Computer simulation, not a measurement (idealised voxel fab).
Module name: voxel double patterning (process module)
Square cells of 5 nm make up the cross-section cut, whose width is 230 nm.
This document writes a cross-section as a grid whose cells are square, and gives it as bands, listed from the top down; one or more rows of cells form a band.
Within each band entry, the heights of the top and of the bottom of the band appear first, in that order and in nm; the materials of the band then follow from left to right, each with its corresponding width in nm. The designation "edge to edge" on a single material indicates that it fills the band from edge to edge; the designation "empty" indicates empty space.
Note: height 0 marks the level under which the wafer is uniformly one material as received. Lowest band unbounded below, written "0 -> down".
With a width like "30 to 40", each row of cells in the band differs from the next by the same amount, the top row carrying the first number and the bottom row the second.
What does "nothing got changed" mean for a step? It means no cell of the cross-section changed in that step.
"Completely sealed voids" specifies each empty space that is not open to the top and that occupies no fewer than 8 cells, using the form width x height at distance, the distance measured from the left edge and all three quantities in nm.
Read whatever lies past the settings on a step's line as the simulator's own remark about the step.
The setting "overlay nm" may be written on the line of a step. When the step uses a mask, the value reports how far to the right of the planned place the mask lay, and a negative value reports that it lay to the left.
## Here's what the planned process steps look like
1 op RECEIVE | material Si
2 op CONFORMAL_DEP | material SiO2 | thk nm 5
3 op DIRECTIONAL_DEP | material TiN | thk nm 10
4 op DIRECTIONAL_DEP | material SiCN | thk nm 5
5 op DIRECTIONAL_DEP | material aC | thk nm 15
6 op PATTERN | tone open | mask id FIRST | material resist | width nm 15 | pitch nm 50 | thk nm 30 | overlay nm 0
7 op DIRECTIONAL_ETCH | etch materials aC | depth nm 15
8 op STRIP | etch materials resist
9 op DIRECTIONAL_ETCH | etch materials SiCN | depth nm 5
10 op STRIP | etch materials aC
11 op MASKED_ETCH | tone open | mask id SECOND | width nm 15 | etch materials SiCN | depth nm 5 | overlay nm 0
12 op DIRECTIONAL_ETCH | etch materials TiN | depth nm 10
13 op STRIP | etch materials SiCN
## Wafer cross-section on receipt, i.e. after step 1
0 -> down: Si edge to edge
Completely sealed voids: none
## Cross-section at module end, one run error; start and plan unchanged from above
10 -> 5: TiN edge to edge
5 -> 0: SiO2 edge to edge
0 -> down: Si edge to edge
Completely sealed voids: none
Error vs. plan: in deviation from the planned setting, step 4 was conducted as op DIRECTIONAL_DEP | material TiN | thk nm 5
